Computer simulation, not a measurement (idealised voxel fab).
Presented below is a process module, voxel trench capacitor.
The cross-section on display is named cut; it measures 265 nm wide, and its cells are 5 nm squares.
This document writes a cross-section as a grid whose cells are square, and gives it as bands, listed from the top down; one or more rows of cells form a band.
Band: top height; bottom height; in nm. Then, left to right: material with width in nm, for each material. "throughout": a single material spanning edge to edge. "blank": empty space.
Heights from 0 (as-received wafer is one material below). Bottom band endless downward, as "top 0, no bottom".
The expression "30 to 40" gives the width at the extremes of the band, the first number at its top row of cells and the second at its bottom row, with the width changing by equal amounts from each row to the next in between.
The designation "nothing changed", where it is given for a processing step, indicates that no cell of the cross-section was altered in the course of that step.
Closed empty spaces (no open way to the top) of 8 cells or more are what "Completely enclosed voids" lists, each as width x height at distance from the left edge, nm for all three.
Formally, on a step line, whatever follows the settings is a remark that the simulator itself makes on the step.
overlay nm: right-of-plan distance of the mask on a masked step; negative values mean left-of-plan.
[The planned process steps are enumerated hereunder]
1,RECEIVE,material Si
2,CONFORMAL_DEP,material SiN,thk nm 5
3,MASKED_ETCH,tone open,mask id TRENCH,width nm 30,pitch nm 55,etch materials SiN,depth nm 5,overlay nm 0
4,MASKED_ETCH,tone open,mask id TRENCH,width nm 30,pitch nm 55,etch materials Si,depth nm 25,overlay nm 0
5,CONFORMAL_DEP,material HfO2,thk nm 5
6,CONFORMAL_DEP,material TiN,thk nm 5
7,FILL_DEP,material W,thk nm 5
8,CMP,height nm 5
[As-received state of the wafer in cross-section, equivalent to post-step 1]
* top 0, no bottom  Si throughout
* Completely enclosed voids: none
[Looking at the first of two wafers in cross-section at end of module - ran to plan]
* top 5, bottom 0  60 of SiN / 5 of HfO2 / 5 of TiN / 10 of W / 5 of TiN / 5 of HfO2 / 25 of SiN / 5 of HfO2 / 5 of TiN / 10 of W / 5 of TiN / 5 of HfO2 / 25 of SiN / 5 of HfO2 / 5 of TiN / 10 of W / 5 of TiN / 5 of HfO2 / 65 of SiN
* top 0, bottom -15  60 of Si / 5 of HfO2 / 5 of TiN / 10 of W / 5 of TiN / 5 of HfO2 / 25 of Si / 5 of HfO2 / 5 of TiN / 10 of W / 5 of TiN / 5 of HfO2 / 25 of Si / 5 of HfO2 / 5 of TiN / 10 of W / 5 of TiN / 5 of HfO2 / 65 of Si
* top -15, bottom -20  60 of Si / 5 of HfO2 / 20 of TiN / 5 of HfO2 / 25 of Si / 5 of HfO2 / 20 of TiN / 5 of HfO2 / 25 of Si / 5 of HfO2 / 20 of TiN / 5 of HfO2 / 65 of Si
* top -20, bottom -25  60 of Si / 30 of HfO2 / 25 of Si / 30 of HfO2 / 25 of Si / 30 of HfO2 / 65 of Si
* top -25, no bottom  Si throughout
* Completely enclosed voids: none
[Now the second wafer, cross-sectioned at the end of the module. Nothing different at the start, nothing different in the plan compared with the first, just one mistake when it was actually run]
* top 5, bottom 0  60 of SiN / 5 of HfO2 / 5 of TiN / 10 of W / 5 of TiN / 5 of HfO2 / 25 of SiN / 5 of HfO2 / 5 of TiN / 10 of W / 5 of TiN / 5 of HfO2 / 25 of SiN / 5 of HfO2 / 5 of TiN / 10 of W / 5 of TiN / 5 of HfO2 / 65 of SiN
* top 0, bottom -40  60 of Si / 5 of HfO2 / 5 of TiN / 10 of W / 5 of TiN / 5 of HfO2 / 25 of Si / 5 of HfO2 / 5 of TiN / 10 of W / 5 of TiN / 5 of HfO2 / 25 of Si / 5 of HfO2 / 5 of TiN / 10 of W / 5 of TiN / 5 of HfO2 / 65 of Si
* top -40, bottom -45  60 of Si / 5 of HfO2 / 20 of TiN / 5 of HfO2 / 25 of Si / 5 of HfO2 / 20 of TiN / 5 of HfO2 / 25 of Si / 5 of HfO2 / 20 of TiN / 5 of HfO2 / 65 of Si
* top -45, bottom -50  60 of Si / 30 of HfO2 / 25 of Si / 30 of HfO2 / 25 of Si / 30 of HfO2 / 65 of Si
* top -50, no bottom  Si throughout
* Completely enclosed voids: none
What was done differently from what was planned? step 4 of the plan was performed twice
The closing comparison, in cells, has the second wafer with more or fewer of some materials than the first: HfO2: 30 more, Si: 90 fewer, TiN: 30 more, W: 30 more
